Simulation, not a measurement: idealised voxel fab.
process module | voxel self aligned vias
cross-section cut | 285 nm wide | cells 5 nm
A cross-section is a grid of square cells, given in bands from the top down. A band is one or more rows of cells.
Each band's line starts with the height of the band's top and of its bottom, in nm. Then come its materials from left to right, each with its width in nm. One material with "throughout" fills the band from edge to edge. "air" is empty space.
Height 0 is the level under which the wafer as received is all one material. The lowest band goes on downwards, as in "0 down".
A width such as "30 to 40" changes by the same amount from each row of cells to the next, from the band's top row to its bottom row.
"no change" after a step means that no cell of the cross-section changed.
closed voids: empty space of 8 cells or more with no open way to the top, each as width x height at its distance from the left edge, in nm
after a step's settings: what the simulator itself notes on the step
overlay nm, on a step with a mask: how far to the right of its planned place the mask lay; to the left if negative
plan
1 op RECEIVE | material Si
2 op CONFORMAL_DEP | material SiO2 | thk nm 15
3 op CONFORMAL_DEP | material SiCN | thk nm 5
4 op DIRECTIONAL_DEP | material lowk | thk nm 30
5 op DIRECTIONAL_DEP | material aC | thk nm 10
6 op PATTERN | tone open | mask id LINES | material resist | width nm 30 | pitch nm 55 | thk nm 25 | overlay nm 0
7 op DIRECTIONAL_ETCH | etch materials aC | depth nm 10
8 op STRIP | etch materials resist
9 op DIRECTIONAL_ETCH | etch materials lowk | depth nm 30
10 op STRIP | etch materials aC
11 op CONFORMAL_DEP | material TiN | thk nm 5
12 op FILL_DEP | material W | thk nm 10
13 op CMP | height nm 50
14 op SELECTIVE_ETCH | etch materials W Ru TiN | depth nm 5
15 op FILL_DEP | material SiN | thk nm 5
16 op CMP | height nm 50
17 op DIRECTIONAL_DEP | material lowk | thk nm 20
18 op PATTERN | tone open | mask id VIAS | material resist | width nm 40 | thk nm 20 | overlay nm 0
19 op DIRECTIONAL_ETCH | etch materials lowk | depth nm 20
20 op DIRECTIONAL_ETCH | etch materials SiN | depth nm 5
21 op STRIP | etch materials resist
22 op CONFORMAL_DEP | material TiN | thk nm 5
23 op FILL_DEP | material W | thk nm 10
24 op CMP | height nm 70
25 op CONFORMAL_DEP | material SiN | thk nm 5
as received, after step 1
  0 down: Si throughout
  closed voids: none
a wafer at the end: this start, this plan, one mistake
  75 to 70: SiN throughout
  70 to 50: lowk 95 | TiN 5 | W 30 | TiN 5 | lowk 150
  50 to 45: lowk 95 | TiN 40 | lowk 20 | SiN 30 | lowk 100
  45 to 30: lowk 95 | TiN 10 | W 20 | TiN 10 | lowk 20 | TiN 5 | W 20 | TiN 5 | lowk 100
  30 to 25: lowk 100 | TiN 5 | W 20 | TiN 5 | lowk 25 | TiN 5 | W 20 | TiN 5 | lowk 100
  25 to 20: lowk 100 | TiN 30 | lowk 25 | TiN 30 | lowk 100
  20 to 15: SiCN throughout
  15 to 0: SiO2 throughout
  0 down: Si throughout
  closed voids: none
what went wrong: step 19 was run twice
